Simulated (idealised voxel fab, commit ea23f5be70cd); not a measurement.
You're looking at the process module voxel transistor to metal.
The cross-section on display is named cut; it measures 200 nm wide, and its cells are 5 nm squares.
Format of a cross-section: grid, square cells. Given as bands. Order: top down. Band: one or more rows of cells.
Each band's line starts with the height of the band's top and of its bottom, in nm. Then come its materials from left to right, each with its width in nm. One material with "full width" fills the band from edge to edge. "air" is empty space.
Height datum 0, below which the as-received substrate wafer is one material. Lowest band open at the bottom, running downward: "top 0, no bottom".
It should be noted that a width expressed as "30 to 40" varies in equal increments from row to row of cells within the band, taking the value of the first number at the top row and that of the second number at the bottom row.
It should be understood that the words "everything unchanged", when stated for a given step, signify that the cross-section underwent no change in any of its cells during that step.
Closed empty spaces (no open way to the top) of 8 cells or more are what "Tabulated closed voids" lists, each as width x height at distance from the left edge, nm for all three.
On each step's line, the part that comes after the settings is the simulator's own comment on the step.
For masked steps, "overlay nm" on the step line gives how far right of plan the mask actually lay; a minus sign means it lay to the left.
[Steps planned for the process]
1 RECEIVE | material Si
2 CONFORMAL_DEP | material SiO2 | thk nm 5
3 CONFORMAL_DEP | material SiN | thk nm 15
4 DIRECTIONAL_DEP | material aC | thk nm 15
5 PATTERN | tone cover | mask id ACTIVE | material resist | width nm 125 | thk nm 35 | overlay nm 0
6 DIRECTIONAL_ETCH | etch materials aC | depth nm 15
7 STRIP | etch materials resist
8 DIRECTIONAL_ETCH | etch materials SiN | depth nm 15
9 DIRECTIONAL_ETCH | etch materials SiO2 | depth nm 5
10 DIRECTIONAL_ETCH | etch materials Si | depth nm 25
11 STRIP | etch materials aC
12 OXIDIZE | depth nm 5
13 FILL_DEP | material SiO2 | thk nm 5
14 CMP | height nm 20
15 SELECTIVE_ETCH | etch materials SiO2 | depth nm 5
16 STRIP | etch materials SiN
17 SELECTIVE_ETCH | etch materials SiO2 | depth nm 5
18 OXIDIZE | depth nm 5
19 DIRECTIONAL_DEP | material polySi | thk nm 30
20 DIRECTIONAL_DEP | material SiCN | thk nm 15
21 PATTERN | tone cover | mask id GATE | material resist | width nm 25 | thk nm 15 | overlay nm 0
22 DIRECTIONAL_ETCH | etch materials SiCN | depth nm 25
23 DIRECTIONAL_ETCH | etch materials polySi | depth nm 40
24 STRIP | etch materials resist
25 CONFORMAL_DEP | material SiO2 | thk nm 5
26 DIRECTIONAL_ETCH | etch materials SiO2 | depth nm 5
27 CONFORMAL_DEP | material SiN | thk nm 5
28 DIRECTIONAL_ETCH | etch materials SiN | depth nm 5
29 DIRECTIONAL_ETCH | etch materials SiO2 | depth nm 5
30 DIRECTIONAL_ETCH | etch materials Si | depth nm 15
31 EPI | material SiGe | thk nm 20
32 FILL_DEP | material SiO2 | thk nm 10
33 CMP | height nm 45
34 DIRECTIONAL_DEP | material SiO2 | thk nm 15
35 MASKED_ETCH | tone open | mask id CONTACT | width nm 20 | pitch nm 85 | etch materials SiO2 | depth nm 60 | overlay nm 0
36 CONFORMAL_DEP | material TiN | thk nm 5
37 FILL_DEP | material Ru | thk nm 10
38 CMP | height nm 60
39 CONFORMAL_DEP | material SiCN | thk nm 5
40 DIRECTIONAL_DEP | material SiO2 | thk nm 25
41 DIRECTIONAL_DEP | material aC | thk nm 15
42 PATTERN | tone open | mask id METAL_1 | material resist | width nm 20 | pitch nm 85 | thk nm 30 | overlay nm 0
43 DIRECTIONAL_ETCH | etch materials aC | depth nm 15
44 STRIP | etch materials resist
45 DIRECTIONAL_ETCH | etch materials SiO2 | depth nm 25
46 DIRECTIONAL_ETCH | etch materials SiCN | depth nm 5
47 STRIP | etch materials aC
48 CONFORMAL_DEP | material TiN | thk nm 5
49 FILL_DEP | material Ru | thk nm 10
50 CMP | height nm 90
51 CONFORMAL_DEP | material SiCN | thk nm 5
[Shown in cross-section is the wafer as received, that is, as it stands after step 1]
* top 0, no bottom = Si full width
* Tabulated closed voids: none
[Starting structure and process plan are as shown above, but one mistake was made in running the module; the wafer cross-section at the end of the module follows]
* top 95, bottom 90 = SiCN full width
* top 90, bottom 65 = SiO2 45, TiN 5, Ru 10, TiN 5, SiO2 65, TiN 5, Ru 10, TiN 5, SiO2 50
* top 65, bottom 60 = SiCN 45, TiN 20, SiCN 65, TiN 20, SiCN 50
* top 60, bottom 45 = SiO2 45, TiN 5, Ru 10, TiN 5, SiO2 65, TiN 5, Ru 10, TiN 5, SiO2 50
* top 45, bottom 30 = SiO2 45, TiN 5, Ru 10, TiN 5, SiO2 10, SiN 5, SiO2 5, SiCN 25, SiO2 5, SiN 5, SiO2 10, TiN 5, Ru 10, TiN 5, SiO2 50
* top 30, bottom 20 = SiO2 45, TiN 5, Ru 10, TiN 5, SiO2 10, SiN 5, SiO2 5, polySi 25, SiO2 5, SiN 5, SiO2 10, TiN 5, Ru 10, TiN 5, SiO2 50
* top 20, bottom 15 = SiO2 45, TiN 20, SiO2 10, SiN 5, SiO2 5, polySi 25, SiO2 5, SiN 5, SiO2 10, TiN 20, SiO2 50
* top 15, bottom 10 = SiO2 45, TiN 10, SiGe 20, SiN 5, SiO2 5, polySi 25, SiO2 5, SiN 5, SiGe 20, TiN 10, SiO2 50
* top 10, bottom 0 = SiO2 30, SiN 5, SiGe 40, SiN 5, SiO2 5, polySi 25, SiO2 5, SiN 5, SiGe 40, SiN 5, SiO2 35
* top 0, bottom -5 = SiO2 30, SiN 5, SiGe 40, SiO2 45, SiGe 40, SiN 5, SiO2 35
* top -5, bottom -10 = SiO2 45, SiGe 30, Si 45, SiGe 30, SiO2 50
* top -10, bottom -20 = SiO2 40, Si 5, SiGe 30, Si 45, SiGe 30, Si 5, SiO2 45
* top -20, bottom -30 = SiO2 40, Si 115, SiO2 45
* top -30, no bottom = Si full width
* Tabulated closed voids: none
Deviation noted in wafer processing: the intended sequence of steps 15 and 16 was reversed during processing, with each occupying the position of the other
